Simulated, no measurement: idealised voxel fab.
This is a process module. Its name is voxel quadruple lines.
The figure presents cross-section cut, which has a width of 260 nm and is divided into square cells with an edge length of 5 nm.
A cross-section is a grid of square cells, given in bands from the top down. A band is one or more rows of cells.
Top, bottom (nm), then materials left to right with widths (nm); lone material tagged "throughout" fills the whole band edge to edge; "empty" = empty space.
Heights are expressed relative to 0, this being the level below which the as-received wafer comprises one material exclusively. The lowest band is unbounded in the downward direction and is denoted as in "0..down".
With a width like "30 to 40", each row of cells in the band differs from the next by the same amount, the top row carrying the first number and the bottom row the second.
You'll sometimes find "no modifications" written for a step, and that's the way of saying that nowhere in the cross-section did a cell change during that step.
"Enclosed cavity list" contains a list of empty spaces, each no smaller than 8 cells and without an open way to the top, written in the form width x height at distance with the distance from the left edge and all three in nm.
Note: text after step settings on the step line = simulator remark on that step.
The "overlay nm" setting may appear on a step's line; for a step that uses a mask, it gives how far to the right of its planned position the mask lay, and a negative value indicates the left.

### Here's what the planned process steps look like
1,RECEIVE (material Si)
2,CONFORMAL_DEP (material SiO2; thk nm 5)
3,DIRECTIONAL_DEP (material Ru; thk nm 10)
4,DIRECTIONAL_DEP (material polySi; thk nm 15)
5,DIRECTIONAL_DEP (material aC; thk nm 20)
6,PATTERN (tone cover; mask id MANDREL; material resist; width nm 35; thk nm 25; overlay nm -15)
7,DIRECTIONAL_ETCH (etch materials aC; depth nm 20)
8,STRIP (etch materials resist)
9,CONFORMAL_DEP (material SiO2; thk nm 15)
10,DIRECTIONAL_ETCH (etch materials SiO2; depth nm 15)
11,STRIP (etch materials aC)
12,DIRECTIONAL_ETCH (etch materials polySi; depth nm 15)
13,STRIP (etch materials SiO2)
14,CONFORMAL_DEP (material SiCN; thk nm 10)
15,DIRECTIONAL_ETCH (etch materials SiCN; depth nm 10)
16,STRIP (etch materials polySi)
17,DIRECTIONAL_ETCH (etch materials Ru; depth nm 10)
18,STRIP (etch materials SiCN)
Heads up: all these wafers start the same, and what changes between them is the overlay nm in step 6. The value you see in the plan is just what the first wafer got.

### Sectional view: first of several wafers, as received, after step 1
  0..down | Si throughout
  Enclosed cavity list: none

### What follows is a table in which each wafer occupies a row; for the wafer as it stands at the close of the module, the row states, material by material, how many cells have been gained (+) or lost (-) since receipt, and then gives its closed voids
overlay nm -15; +16 Ru; +52 SiO2; Enclosed cavity list: none
overlay nm -10; +16 Ru; +52 SiO2; Enclosed cavity list: none
overlay nm -5; +16 Ru; +52 SiO2; Enclosed cavity list: none
overlay nm 0; +16 Ru; +52 SiO2; Enclosed cavity list: none
overlay nm 5; +16 Ru; +52 SiO2; Enclosed cavity list: none
overlay nm 10; +16 Ru; +52 SiO2; Enclosed cavity list: none
overlay nm 15; +16 Ru; +52 SiO2; Enclosed cavity list: none
